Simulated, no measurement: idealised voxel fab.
process module | voxel transistor to metal
cross-section cut | 200 nm wide | cells 5 nm
A cross-section is a grid of square cells, given in bands from the top down. A band is one or more rows of cells.
Each band's line starts with the height of the band's top and of its bottom, in nm. Then come its materials from left to right, each with its width in nm. One material with "throughout" fills the band from edge to edge. "air" is empty space.
Height 0 is the level under which the wafer as received is all one material. The lowest band goes on downwards, as in "0 down".
A width such as "30 to 40" changes by the same amount from each row of cells to the next, from the band's top row to its bottom row.
"no change" after a step means that no cell of the cross-section changed.
closed voids: empty space of 8 cells or more with no open way to the top, each as width x height at its distance from the left edge, in nm
after a step's settings: what the simulator itself notes on the step
overlay nm, on a step with a mask: how far to the right of its planned place the mask lay; to the left if negative
plan
1 op RECEIVE | material Si
2 op CONFORMAL_DEP | material SiO2 | thk nm 5
3 op CONFORMAL_DEP | material SiN | thk nm 15
4 op DIRECTIONAL_DEP | material aC | thk nm 15
5 op PATTERN | tone cover | mask id ACTIVE | material resist | width nm 125 | thk nm 35 | overlay nm 0
6 op DIRECTIONAL_ETCH | etch materials aC | depth nm 15
7 op STRIP | etch materials resist
8 op DIRECTIONAL_ETCH | etch materials SiN | depth nm 15
9 op DIRECTIONAL_ETCH | etch materials SiO2 | depth nm 5
10 op DIRECTIONAL_ETCH | etch materials Si | depth nm 25
11 op STRIP | etch materials aC
12 op OXIDIZE | depth nm 5
13 op FILL_DEP | material SiO2 | thk nm 5
14 op CMP | height nm 20
15 op SELECTIVE_ETCH | etch materials SiO2 | depth nm 5
16 op STRIP | etch materials SiN
17 op SELECTIVE_ETCH | etch materials SiO2 | depth nm 5
18 op OXIDIZE | depth nm 5
19 op DIRECTIONAL_DEP | material polySi | thk nm 30
20 op DIRECTIONAL_DEP | material SiCN | thk nm 15
21 op PATTERN | tone cover | mask id GATE | material resist | width nm 25 | thk nm 15 | overlay nm 0
22 op DIRECTIONAL_ETCH | etch materials SiCN | depth nm 25
23 op DIRECTIONAL_ETCH | etch materials polySi | depth nm 40
24 op STRIP | etch materials resist
25 op CONFORMAL_DEP | material SiO2 | thk nm 5
26 op DIRECTIONAL_ETCH | etch materials SiO2 | depth nm 5
27 op CONFORMAL_DEP | material SiN | thk nm 5
28 op DIRECTIONAL_ETCH | etch materials SiN | depth nm 5
29 op DIRECTIONAL_ETCH | etch materials SiO2 | depth nm 5
30 op DIRECTIONAL_ETCH | etch materials Si | depth nm 15
31 op EPI | material SiGe | thk nm 20
32 op FILL_DEP | material SiO2 | thk nm 10
33 op CMP | height nm 45
34 op DIRECTIONAL_DEP | material SiO2 | thk nm 15
35 op MASKED_ETCH | tone open | mask id CONTACT | width nm 20 | pitch nm 85 | etch materials SiO2 | depth nm 60 | overlay nm 0
36 op CONFORMAL_DEP | material TiN | thk nm 5
37 op FILL_DEP | material Ru | thk nm 10
38 op CMP | height nm 60
39 op CONFORMAL_DEP | material SiCN | thk nm 5
40 op DIRECTIONAL_DEP | material SiO2 | thk nm 25
41 op DIRECTIONAL_DEP | material aC | thk nm 15
42 op PATTERN | tone open | mask id METAL_1 | material resist | width nm 20 | pitch nm 85 | thk nm 30 | overlay nm 0
43 op DIRECTIONAL_ETCH | etch materials aC | depth nm 15
44 op STRIP | etch materials resist
45 op DIRECTIONAL_ETCH | etch materials SiO2 | depth nm 25
46 op DIRECTIONAL_ETCH | etch materials SiCN | depth nm 5
47 op STRIP | etch materials aC
48 op CONFORMAL_DEP | material TiN | thk nm 5
49 op FILL_DEP | material Ru | thk nm 10
50 op CMP | height nm 90
51 op CONFORMAL_DEP | material SiCN | thk nm 5
first wafer, as planned
as received, after step 1
  0 down: Si throughout
  closed voids: none
after step 2
  5 to 0: SiO2 throughout
  below 0: unchanged
after step 3
  20 to 5: SiN throughout
  below 5: unchanged
after step 4
  35 to 20: aC throughout
  below 20: unchanged
after step 5
  70 to 35: air 35 | resist 125 | air 40
  below 35: unchanged
after step 6
  55 to 35: air 35 | resist 125 | air 40
  35 to 20: air 35 | aC 125 | air 40
  below 20: unchanged
after step 7
  35 to 20: air 35 | aC 125 | air 40
  below 20: unchanged
after step 8
  35 to 20: air 35 | aC 125 | air 40
  20 to 5: air 35 | SiN 125 | air 40
  below 5: unchanged
after step 9
  35 to 20: air 35 | aC 125 | air 40
  20 to 5: air 35 | SiN 125 | air 40
  5 to 0: air 35 | SiO2 125 | air 40
  below 0: unchanged
after step 10
  35 to 20: air 35 | aC 125 | air 40
  20 to 5: air 35 | SiN 125 | air 40
  5 to 0: air 35 | SiO2 125 | air 40
  0 to -25: air 35 | Si 125 | air 40
  below -25: unchanged
after step 11
  20 to 5: air 35 | SiN 125 | air 40
  below 5: unchanged
after step 12
  20 to 5: air 35 | SiN 125 | air 40
  5 to 0: air 35 | SiO2 125 | air 40
  0 to -25: air 35 | SiO2 5 | Si 115 | SiO2 5 | air 40
  -25 to -30: SiO2 40 | Si 115 | SiO2 45
  below -30: unchanged
after step 13
  25 to 20: SiO2 throughout
  20 to 5: SiO2 35 | SiN 125 | SiO2 40
  5 to 0: SiO2 throughout
  0 to -30: SiO2 40 | Si 115 | SiO2 45
  below -30: unchanged
after step 14
  20 to 5: SiO2 35 | SiN 125 | SiO2 40
  below 5: unchanged
after step 15
  20 to 15: air 35 | SiN 125 | air 40
  below 15: unchanged
after step 16
  15 to 5: SiO2 35 | air 125 | SiO2 40
  below 5: unchanged
after step 17
  10 to 0: SiO2 30 | air 135 | SiO2 35
  below 0: unchanged
after step 18
  10 to 0: SiO2 30 | air 135 | SiO2 35
  0 to -5: SiO2 throughout
  below -5: unchanged
after step 19
  40 to 30: polySi 30 | air 135 | polySi 35
  30 to 10: polySi throughout
  10 to 0: SiO2 30 | polySi 135 | SiO2 35
  below 0: unchanged
after step 20
  55 to 45: SiCN 30 | air 135 | SiCN 35
  45 to 40: SiCN throughout
  40 to 30: polySi 30 | SiCN 135 | polySi 35
  below 30: unchanged
after step 21
  70 to 55: air 85 | resist 25 | air 90
  55 to 45: SiCN 30 | air 55 | resist 25 | air 55 | SiCN 35
  below 45: unchanged
after step 22
  70 to 45: air 85 | resist 25 | air 90
  45 to 40: air 85 | SiCN 25 | air 90
  40 to 30: polySi 30 | air 55 | SiCN 25 | air 55 | polySi 35
  below 30: unchanged
after step 23
  70 to 45: air 85 | resist 25 | air 90
  45 to 30: air 85 | SiCN 25 | air 90
  30 to 10: air 85 | polySi 25 | air 90
  10 to 0: SiO2 30 | air 55 | polySi 25 | air 55 | SiO2 35
  below 0: unchanged
after step 24
  45 to 30: air 85 | SiCN 25 | air 90
  below 30: unchanged
after step 25
  50 to 45: air 80 | SiO2 35 | air 85
  45 to 30: air 80 | SiO2 5 | SiCN 25 | SiO2 5 | air 85
  30 to 15: air 80 | SiO2 5 | polySi 25 | SiO2 5 | air 85
  15 to 5: SiO2 35 | air 45 | SiO2 5 | polySi 25 | SiO2 5 | air 45 | SiO2 40
  5 to 0: SiO2 85 | polySi 25 | SiO2 90
  below 0: unchanged
after step 26
  45 to 30: air 80 | SiO2 5 | SiCN 25 | SiO2 5 | air 85
  30 to 10: air 80 | SiO2 5 | polySi 25 | SiO2 5 | air 85
  10 to 0: SiO2 35 | air 45 | SiO2 5 | polySi 25 | SiO2 5 | air 45 | SiO2 40
  below 0: unchanged
after step 27
  50 to 45: air 75 | SiN 45 | air 80
  45 to 30: air 75 | SiN 5 | SiO2 5 | SiCN 25 | SiO2 5 | SiN 5 | air 80
  30 to 15: air 75 | SiN 5 | SiO2 5 | polySi 25 | SiO2 5 | SiN 5 | air 80
  15 to 10: SiN 40 | air 35 | SiN 5 | SiO2 5 | polySi 25 | SiO2 5 | SiN 5 | air 35 | SiN 45
  10 to 5: SiO2 35 | SiN 5 | air 35 | SiN 5 | SiO2 5 | polySi 25 | SiO2 5 | SiN 5 | air 35 | SiN 5 | SiO2 40
  5 to 0: SiO2 35 | SiN 45 | SiO2 5 | polySi 25 | SiO2 5 | SiN 45 | SiO2 40
  below 0: unchanged
after step 28
  45 to 30: air 75 | SiN 5 | SiO2 5 | SiCN 25 | SiO2 5 | SiN 5 | air 80
  30 to 10: air 75 | SiN 5 | SiO2 5 | polySi 25 | SiO2 5 | SiN 5 | air 80
  10 to 0: SiO2 35 | SiN 5 | air 35 | SiN 5 | SiO2 5 | polySi 25 | SiO2 5 | SiN 5 | air 35 | SiN 5 | SiO2 40
  below 0: unchanged
after step 29
  45 to 40: air 75 | SiN 5 | air 5 | SiCN 25 | air 5 | SiN 5 | air 80
  40 to 30: air 75 | SiN 5 | SiO2 5 | SiCN 25 | SiO2 5 | SiN 5 | air 80
  30 to 10: air 75 | SiN 5 | SiO2 5 | polySi 25 | SiO2 5 | SiN 5 | air 80
  10 to 5: air 35 | SiN 5 | air 35 | SiN 5 | SiO2 5 | polySi 25 | SiO2 5 | SiN 5 | air 35 | SiN 5 | air 40
  5 to 0: SiO2 35 | SiN 5 | air 35 | SiN 5 | SiO2 5 | polySi 25 | SiO2 5 | SiN 5 | air 35 | SiN 5 | SiO2 40
  0 to -5: SiO2 40 | air 35 | SiO2 45 | air 35 | SiO2 45
  below -5: unchanged
after step 30
  45 to 40: air 75 | SiN 5 | air 5 | SiCN 25 | air 5 | SiN 5 | air 80
  40 to 30: air 75 | SiN 5 | SiO2 5 | SiCN 25 | SiO2 5 | SiN 5 | air 80
  30 to 10: air 75 | SiN 5 | SiO2 5 | polySi 25 | SiO2 5 | SiN 5 | air 80
  10 to 5: air 35 | SiN 5 | air 35 | SiN 5 | SiO2 5 | polySi 25 | SiO2 5 | SiN 5 | air 35 | SiN 5 | air 40
  5 to 0: SiO2 35 | SiN 5 | air 35 | SiN 5 | SiO2 5 | polySi 25 | SiO2 5 | SiN 5 | air 35 | SiN 5 | SiO2 40
  0 to -5: SiO2 40 | air 35 | SiO2 45 | air 35 | SiO2 45
  -5 to -20: SiO2 40 | air 35 | Si 45 | air 35 | SiO2 45
  below -20: unchanged
after step 31
  45 to 40: air 75 | SiN 5 | air 5 | SiCN 25 | air 5 | SiN 5 | air 80
  40 to 30: air 75 | SiN 5 | SiO2 5 | SiCN 25 | SiO2 5 | SiN 5 | air 80
  30 to 15: air 75 | SiN 5 | SiO2 5 | polySi 25 | SiO2 5 | SiN 5 | air 80
  15 to 10: air 55 | SiGe 20 | SiN 5 | SiO2 5 | polySi 25 | SiO2 5 | SiN 5 | SiGe 20 | air 60
  10 to 5: air 35 | SiN 5 | air 15 | SiGe 20 | SiN 5 | SiO2 5 | polySi 25 | SiO2 5 | SiN 5 | SiGe 20 | air 15 | SiN 5 | air 40
  5 to 0: SiO2 35 | SiN 5 | air 15 | SiGe 20 | SiN 5 | SiO2 5 | polySi 25 | SiO2 5 | SiN 5 | SiGe 20 | air 15 | SiN 5 | SiO2 40
  0 to -5: SiO2 40 | SiGe 35 | SiO2 45 | SiGe 35 | SiO2 45
  -5 to -20: SiO2 40 | SiGe 35 | Si 45 | SiGe 35 | SiO2 45
  below -20: unchanged
after step 32
  55 to 45: SiO2 throughout
  45 to 30: SiO2 75 | SiN 5 | SiO2 5 | SiCN 25 | SiO2 5 | SiN 5 | SiO2 80
  30 to 15: SiO2 75 | SiN 5 | SiO2 5 | polySi 25 | SiO2 5 | SiN 5 | SiO2 80
  15 to 10: SiO2 55 | SiGe 20 | SiN 5 | SiO2 5 | polySi 25 | SiO2 5 | SiN 5 | SiGe 20 | SiO2 60
  10 to 0: SiO2 35 | SiN 5 | SiO2 15 | SiGe 20 | SiN 5 | SiO2 5 | polySi 25 | SiO2 5 | SiN 5 | SiGe 20 | SiO2 15 | SiN 5 | SiO2 40
  below 0: unchanged
after step 33
  45 to 30: SiO2 75 | SiN 5 | SiO2 5 | SiCN 25 | SiO2 5 | SiN 5 | SiO2 80
  below 30: unchanged
after step 34
  60 to 45: SiO2 throughout
  below 45: unchanged
after step 35
  60 to 45: SiO2 45 | air 20 | SiO2 65 | air 20 | SiO2 50
  45 to 30: SiO2 45 | air 20 | SiO2 10 | SiN 5 | SiO2 5 | SiCN 25 | SiO2 5 | SiN 5 | SiO2 10 | air 20 | SiO2 50
  30 to 15: SiO2 45 | air 20 | SiO2 10 | SiN 5 | SiO2 5 | polySi 25 | SiO2 5 | SiN 5 | SiO2 10 | air 20 | SiO2 50
  15 to 10: SiO2 45 | air 10 | SiGe 20 | SiN 5 | SiO2 5 | polySi 25 | SiO2 5 | SiN 5 | SiGe 20 | air 10 | SiO2 50
  10 to 0: SiO2 35 | SiN 5 | SiO2 5 | air 10 | SiGe 20 | SiN 5 | SiO2 5 | polySi 25 | SiO2 5 | SiN 5 | SiGe 20 | air 10 | SiO2 5 | SiN 5 | SiO2 40
  below 0: unchanged
after step 36
  65 to 60: TiN 50 | air 10 | TiN 75 | air 10 | TiN 55
  60 to 45: SiO2 45 | TiN 5 | air 10 | TiN 5 | SiO2 65 | TiN 5 | air 10 | TiN 5 | SiO2 50
  45 to 30: SiO2 45 | TiN 5 | air 10 | TiN 5 | SiO2 10 | SiN 5 | SiO2 5 | SiCN 25 | SiO2 5 | SiN 5 | SiO2 10 | TiN 5 | air 10 | TiN 5 | SiO2 50
  30 to 20: SiO2 45 | TiN 5 | air 10 | TiN 5 | SiO2 10 | SiN 5 | SiO2 5 | polySi 25 | SiO2 5 | SiN 5 | SiO2 10 | TiN 5 | air 10 | TiN 5 | SiO2 50
  20 to 15: SiO2 45 | TiN 20 | SiO2 10 | SiN 5 | SiO2 5 | polySi 25 | SiO2 5 | SiN 5 | SiO2 10 | TiN 20 | SiO2 50
  15 to 10: SiO2 45 | TiN 10 | SiGe 20 | SiN 5 | SiO2 5 | polySi 25 | SiO2 5 | SiN 5 | SiGe 20 | TiN 10 | SiO2 50
  10 to 0: SiO2 35 | SiN 5 | SiO2 5 | TiN 10 | SiGe 20 | SiN 5 | SiO2 5 | polySi 25 | SiO2 5 | SiN 5 | SiGe 20 | TiN 10 | SiO2 5 | SiN 5 | SiO2 40
  below 0: unchanged
after step 37
  75 to 65: Ru throughout
  65 to 60: TiN 50 | Ru 10 | TiN 75 | Ru 10 | TiN 55
  60 to 45: SiO2 45 | TiN 5 | Ru 10 | TiN 5 | SiO2 65 | TiN 5 | Ru 10 | TiN 5 | SiO2 50
  45 to 30: SiO2 45 | TiN 5 | Ru 10 | TiN 5 | SiO2 10 | SiN 5 | SiO2 5 | SiCN 25 | SiO2 5 | SiN 5 | SiO2 10 | TiN 5 | Ru 10 | TiN 5 | SiO2 50
  30 to 20: SiO2 45 | TiN 5 | Ru 10 | TiN 5 | SiO2 10 | SiN 5 | SiO2 5 | polySi 25 | SiO2 5 | SiN 5 | SiO2 10 | TiN 5 | Ru 10 | TiN 5 | SiO2 50
  below 20: unchanged
after step 38
  60 to 45: SiO2 45 | TiN 5 | Ru 10 | TiN 5 | SiO2 65 | TiN 5 | Ru 10 | TiN 5 | SiO2 50
  below 45: unchanged
after step 39
  65 to 60: SiCN throughout
  below 60: unchanged
after step 40
  90 to 65: SiO2 throughout
  below 65: unchanged
after step 41
  105 to 90: aC throughout
  below 90: unchanged
after step 42
  135 to 105: resist 45 | air 20 | resist 65 | air 20 | resist 50
  below 105: unchanged
after step 43
  120 to 105: resist 45 | air 20 | resist 65 | air 20 | resist 50
  105 to 90: aC 45 | air 20 | aC 65 | air 20 | aC 50
  below 90: unchanged
after step 44
  105 to 90: aC 45 | air 20 | aC 65 | air 20 | aC 50
  below 90: unchanged
after step 45
  105 to 90: aC 45 | air 20 | aC 65 | air 20 | aC 50
  90 to 65: SiO2 45 | air 20 | SiO2 65 | air 20 | SiO2 50
  below 65: unchanged
after step 46
  105 to 90: aC 45 | air 20 | aC 65 | air 20 | aC 50
  90 to 65: SiO2 45 | air 20 | SiO2 65 | air 20 | SiO2 50
  65 to 60: SiCN 45 | air 20 | SiCN 65 | air 20 | SiCN 50
  below 60: unchanged
after step 47
  90 to 65: SiO2 45 | air 20 | SiO2 65 | air 20 | SiO2 50
  below 65: unchanged
after step 48
  95 to 90: TiN 50 | air 10 | TiN 75 | air 10 | TiN 55
  90 to 65: SiO2 45 | TiN 5 | air 10 | TiN 5 | SiO2 65 | TiN 5 | air 10 | TiN 5 | SiO2 50
  65 to 60: SiCN 45 | TiN 20 | SiCN 65 | TiN 20 | SiCN 50
  below 60: unchanged
after step 49
  105 to 95: Ru throughout
  95 to 90: TiN 50 | Ru 10 | TiN 75 | Ru 10 | TiN 55
  90 to 65: SiO2 45 | TiN 5 | Ru 10 | TiN 5 | SiO2 65 | TiN 5 | Ru 10 | TiN 5 | SiO2 50
  below 65: unchanged
after step 50
  90 to 65: SiO2 45 | TiN 5 | Ru 10 | TiN 5 | SiO2 65 | TiN 5 | Ru 10 | TiN 5 | SiO2 50
  below 65: unchanged
after step 51
  95 to 90: SiCN throughout
  below 90: unchanged
second wafer: like start, like plan, one mistake. Through step 4 it matches the first wafer
when step 5 should have ended
  70 to 35: resist 35 | air 125 | resist 40
  below 35: unchanged
when step 6 should have ended
  55 to 35: resist 35 | air 125 | resist 40
  35 to 20: aC 35 | air 125 | aC 40
  below 20: unchanged
when step 7 should have ended
  35 to 20: aC 35 | air 125 | aC 40
  below 20: unchanged
when step 8 should have ended
  35 to 20: aC 35 | air 125 | aC 40
  20 to 5: SiN 35 | air 125 | SiN 40
  below 5: unchanged
when step 9 should have ended
  35 to 20: aC 35 | air 125 | aC 40
  20 to 5: SiN 35 | air 125 | SiN 40
  5 to 0: SiO2 35 | air 125 | SiO2 40
  below 0: unchanged
when step 10 should have ended
  35 to 20: aC 35 | air 125 | aC 40
  20 to 5: SiN 35 | air 125 | SiN 40
  5 to 0: SiO2 35 | air 125 | SiO2 40
  0 to -25: Si 35 | air 125 | Si 40
  below -25: unchanged
when step 11 should have ended
  20 to 5: SiN 35 | air 125 | SiN 40
  below 5: unchanged
when step 12 should have ended
  20 to 5: SiN 35 | air 125 | SiN 40
  5 to 0: SiO2 35 | air 125 | SiO2 40
  0 to -25: Si 30 | SiO2 5 | air 125 | SiO2 5 | Si 35
  -25 to -30: Si 30 | SiO2 135 | Si 35
  below -30: unchanged
when step 13 should have ended
  25 to 20: SiO2 throughout
  20 to 5: SiN 35 | SiO2 125 | SiN 40
  5 to 0: SiO2 throughout
  0 to -30: Si 30 | SiO2 135 | Si 35
  below -30: unchanged
when step 14 should have ended
  20 to 5: SiN 35 | SiO2 125 | SiN 40
  below 5: unchanged
when step 15 should have ended
  20 to 15: SiN 35 | air 125 | SiN 40
  below 15: unchanged
when step 16 should have ended
  15 to 5: air 35 | SiO2 125 | air 40
  below 5: unchanged
when step 17 should have ended
  10 to 0: air 40 | SiO2 115 | air 45
  below 0: unchanged
when step 18 should have ended
  10 to 0: air 40 | SiO2 115 | air 45
  0 to -5: SiO2 throughout
  below -5: unchanged
when step 19 should have ended
  40 to 30: air 40 | polySi 115 | air 45
  30 to 10: polySi throughout
  10 to 0: polySi 40 | SiO2 115 | polySi 45
  below 0: unchanged
when step 20 should have ended
  55 to 45: air 40 | SiCN 115 | air 45
  45 to 40: SiCN throughout
  40 to 30: SiCN 40 | polySi 115 | SiCN 45
  below 30: unchanged
when step 21 should have ended
  70 to 55: air 85 | resist 25 | air 90
  below 55: unchanged
when step 22 should have ended
  70 to 55: air 85 | resist 25 | air 90
  55 to 40: air 85 | SiCN 25 | air 90
  40 to 30: air 40 | polySi 115 | air 45
  below 30: unchanged
when step 23 should have ended
  70 to 55: air 85 | resist 25 | air 90
  55 to 40: air 85 | SiCN 25 | air 90
  40 to 10: air 85 | polySi 25 | air 90
  10 to 0: air 40 | SiO2 115 | air 45
  below 0: unchanged
when step 24 should have ended
  55 to 40: air 85 | SiCN 25 | air 90
  below 40: unchanged
when step 25 should have ended
  60 to 55: air 80 | SiO2 35 | air 85
  55 to 40: air 80 | SiO2 5 | SiCN 25 | SiO2 5 | air 85
  40 to 15: air 80 | SiO2 5 | polySi 25 | SiO2 5 | air 85
  15 to 10: air 35 | SiO2 50 | polySi 25 | SiO2 50 | air 40
  10 to 5: air 35 | SiO2 125 | air 40
  5 to -5: SiO2 throughout
  below -5: unchanged
when step 26 should have ended
  55 to 40: air 80 | SiO2 5 | SiCN 25 | SiO2 5 | air 85
  40 to 10: air 80 | SiO2 5 | polySi 25 | SiO2 5 | air 85
  10 to 0: air 35 | SiO2 125 | air 40
  below 0: unchanged
when step 27 should have ended
  60 to 55: air 75 | SiN 45 | air 80
  55 to 40: air 75 | SiN 5 | SiO2 5 | SiCN 25 | SiO2 5 | SiN 5 | air 80
  40 to 15: air 75 | SiN 5 | SiO2 5 | polySi 25 | SiO2 5 | SiN 5 | air 80
  15 to 10: air 30 | SiN 50 | SiO2 5 | polySi 25 | SiO2 5 | SiN 50 | air 35
  10 to 5: air 30 | SiN 5 | SiO2 125 | SiN 5 | air 35
  5 to 0: SiN 35 | SiO2 125 | SiN 40
  below 0: unchanged
when step 28 should have ended
  55 to 40: air 75 | SiN 5 | SiO2 5 | SiCN 25 | SiO2 5 | SiN 5 | air 80
  40 to 10: air 75 | SiN 5 | SiO2 5 | polySi 25 | SiO2 5 | SiN 5 | air 80
  10 to 0: air 30 | SiN 5 | SiO2 125 | SiN 5 | air 35
  below 0: unchanged
when step 29 should have ended
  55 to 50: air 75 | SiN 5 | air 5 | SiCN 25 | air 5 | SiN 5 | air 80
  50 to 40: air 75 | SiN 5 | SiO2 5 | SiCN 25 | SiO2 5 | SiN 5 | air 80
  40 to 10: air 75 | SiN 5 | SiO2 5 | polySi 25 | SiO2 5 | SiN 5 | air 80
  10 to 5: air 30 | SiN 5 | air 40 | SiO2 45 | air 40 | SiN 5 | air 35
  5 to 0: air 30 | SiN 5 | SiO2 125 | SiN 5 | air 35
  0 to -5: air 30 | SiO2 135 | air 35
  below -5: unchanged
when step 30 should have ended
  55 to 50: air 75 | SiN 5 | air 5 | SiCN 25 | air 5 | SiN 5 | air 80
  50 to 40: air 75 | SiN 5 | SiO2 5 | SiCN 25 | SiO2 5 | SiN 5 | air 80
  40 to 10: air 75 | SiN 5 | SiO2 5 | polySi 25 | SiO2 5 | SiN 5 | air 80
  10 to 5: air 30 | SiN 5 | air 40 | SiO2 45 | air 40 | SiN 5 | air 35
  5 to 0: air 30 | SiN 5 | SiO2 125 | SiN 5 | air 35
  0 to -20: air 30 | SiO2 135 | air 35
  below -20: unchanged
when step 31 should have ended
  55 to 50: air 75 | SiN 5 | air 5 | SiCN 25 | air 5 | SiN 5 | air 80
  50 to 40: air 75 | SiN 5 | SiO2 5 | SiCN 25 | SiO2 5 | SiN 5 | air 80
  40 to 10: air 75 | SiN 5 | SiO2 5 | polySi 25 | SiO2 5 | SiN 5 | air 80
  10 to 5: air 30 | SiN 5 | air 40 | SiO2 45 | air 40 | SiN 5 | air 35
  5 to 0: air 30 | SiN 5 | SiO2 125 | SiN 5 | air 35
  0 to -20: SiGe 30 | SiO2 135 | SiGe 35
  below -20: unchanged
when step 32 should have ended
  65 to 55: SiO2 throughout
  55 to 40: SiO2 75 | SiN 5 | SiO2 5 | SiCN 25 | SiO2 5 | SiN 5 | SiO2 80
  40 to 10: SiO2 75 | SiN 5 | SiO2 5 | polySi 25 | SiO2 5 | SiN 5 | SiO2 80
  10 to 0: SiO2 30 | SiN 5 | SiO2 125 | SiN 5 | SiO2 35
  below 0: unchanged
when step 33 should have ended
  45 to 40: SiO2 75 | SiN 5 | SiO2 5 | SiCN 25 | SiO2 5 | SiN 5 | SiO2 80
  below 40: unchanged
when step 34 should have ended
  60 to 45: SiO2 throughout
  below 45: unchanged
when step 35 should have ended
  60 to 45: SiO2 45 | air 20 | SiO2 65 | air 20 | SiO2 50
  45 to 40: SiO2 45 | air 20 | SiO2 10 | SiN 5 | SiO2 5 | SiCN 25 | SiO2 5 | SiN 5 | SiO2 10 | air 20 | SiO2 50
  40 to 10: SiO2 45 | air 20 | SiO2 10 | SiN 5 | SiO2 5 | polySi 25 | SiO2 5 | SiN 5 | SiO2 10 | air 20 | SiO2 50
  10 to 0: SiO2 30 | SiN 5 | SiO2 10 | air 20 | SiO2 65 | air 20 | SiO2 10 | SiN 5 | SiO2 35
  below 0: unchanged
when step 36 should have ended
  65 to 60: TiN 50 | air 10 | TiN 75 | air 10 | TiN 55
  60 to 45: SiO2 45 | TiN 5 | air 10 | TiN 5 | SiO2 65 | TiN 5 | air 10 | TiN 5 | SiO2 50
  45 to 40: SiO2 45 | TiN 5 | air 10 | TiN 5 | SiO2 10 | SiN 5 | SiO2 5 | SiCN 25 | SiO2 5 | SiN 5 | SiO2 10 | TiN 5 | air 10 | TiN 5 | SiO2 50
  40 to 10: SiO2 45 | TiN 5 | air 10 | TiN 5 | SiO2 10 | SiN 5 | SiO2 5 | polySi 25 | SiO2 5 | SiN 5 | SiO2 10 | TiN 5 | air 10 | TiN 5 | SiO2 50
  10 to 5: SiO2 30 | SiN 5 | SiO2 10 | TiN 5 | air 10 | TiN 5 | SiO2 65 | TiN 5 | air 10 | TiN 5 | SiO2 10 | SiN 5 | SiO2 35
  5 to 0: SiO2 30 | SiN 5 | SiO2 10 | TiN 20 | SiO2 65 | TiN 20 | SiO2 10 | SiN 5 | SiO2 35
  below 0: unchanged
when step 37 should have ended
  75 to 65: Ru throughout
  65 to 60: TiN 50 | Ru 10 | TiN 75 | Ru 10 | TiN 55
  60 to 45: SiO2 45 | TiN 5 | Ru 10 | TiN 5 | SiO2 65 | TiN 5 | Ru 10 | TiN 5 | SiO2 50
  45 to 40: SiO2 45 | TiN 5 | Ru 10 | TiN 5 | SiO2 10 | SiN 5 | SiO2 5 | SiCN 25 | SiO2 5 | SiN 5 | SiO2 10 | TiN 5 | Ru 10 | TiN 5 | SiO2 50
  40 to 10: SiO2 45 | TiN 5 | Ru 10 | TiN 5 | SiO2 10 | SiN 5 | SiO2 5 | polySi 25 | SiO2 5 | SiN 5 | SiO2 10 | TiN 5 | Ru 10 | TiN 5 | SiO2 50
  10 to 5: SiO2 30 | SiN 5 | SiO2 10 | TiN 5 | Ru 10 | TiN 5 | SiO2 65 | TiN 5 | Ru 10 | TiN 5 | SiO2 10 | SiN 5 | SiO2 35
  below 5: unchanged
when step 38 should have ended
  60 to 45: SiO2 45 | TiN 5 | Ru 10 | TiN 5 | SiO2 65 | TiN 5 | Ru 10 | TiN 5 | SiO2 50
  below 45: unchanged
when step 39 should have ended
  65 to 60: SiCN throughout
  below 60: unchanged
when step 40 should have ended
  90 to 65: SiO2 throughout
  below 65: unchanged
when step 41 should have ended
  105 to 90: aC throughout
  below 90: unchanged
when step 42 should have ended
  135 to 105: resist 45 | air 20 | resist 65 | air 20 | resist 50
  below 105: unchanged
when step 43 should have ended
  120 to 105: resist 45 | air 20 | resist 65 | air 20 | resist 50
  105 to 90: aC 45 | air 20 | aC 65 | air 20 | aC 50
  below 90: unchanged
when step 44 should have ended
  105 to 90: aC 45 | air 20 | aC 65 | air 20 | aC 50
  below 90: unchanged
when step 45 should have ended
  105 to 90: aC 45 | air 20 | aC 65 | air 20 | aC 50
  90 to 65: SiO2 45 | air 20 | SiO2 65 | air 20 | SiO2 50
  below 65: unchanged
when step 46 should have ended
  105 to 90: aC 45 | air 20 | aC 65 | air 20 | aC 50
  90 to 65: SiO2 45 | air 20 | SiO2 65 | air 20 | SiO2 50
  65 to 60: SiCN 45 | air 20 | SiCN 65 | air 20 | SiCN 50
  below 60: unchanged
when step 47 should have ended
  90 to 65: SiO2 45 | air 20 | SiO2 65 | air 20 | SiO2 50
  below 65: unchanged
when step 48 should have ended
  95 to 90: TiN 50 | air 10 | TiN 75 | air 10 | TiN 55
  90 to 65: SiO2 45 | TiN 5 | air 10 | TiN 5 | SiO2 65 | TiN 5 | air 10 | TiN 5 | SiO2 50
  65 to 60: SiCN 45 | TiN 20 | SiCN 65 | TiN 20 | SiCN 50
  below 60: unchanged
when step 49 should have ended
  105 to 95: Ru throughout
  95 to 90: TiN 50 | Ru 10 | TiN 75 | Ru 10 | TiN 55
  90 to 65: SiO2 45 | TiN 5 | Ru 10 | TiN 5 | SiO2 65 | TiN 5 | Ru 10 | TiN 5 | SiO2 50
  below 65: unchanged
when step 50 should have ended
  90 to 65: SiO2 45 | TiN 5 | Ru 10 | TiN 5 | SiO2 65 | TiN 5 | Ru 10 | TiN 5 | SiO2 50
  below 65: unchanged
when step 51 should have ended
  95 to 90: SiCN throughout
  below 90: unchanged
what went wrong: step 5 ran as: op PATTERN | tone open | mask id ACTIVE | material resist | width nm 125 | thk nm 35 | overlay nm 0
at the end the second wafer has, in cells: 12 more of Ru | 47 fewer of Si | 10 fewer of SiCN | 28 fewer of SiGe | 4 fewer of SiN | 77 more of SiO2
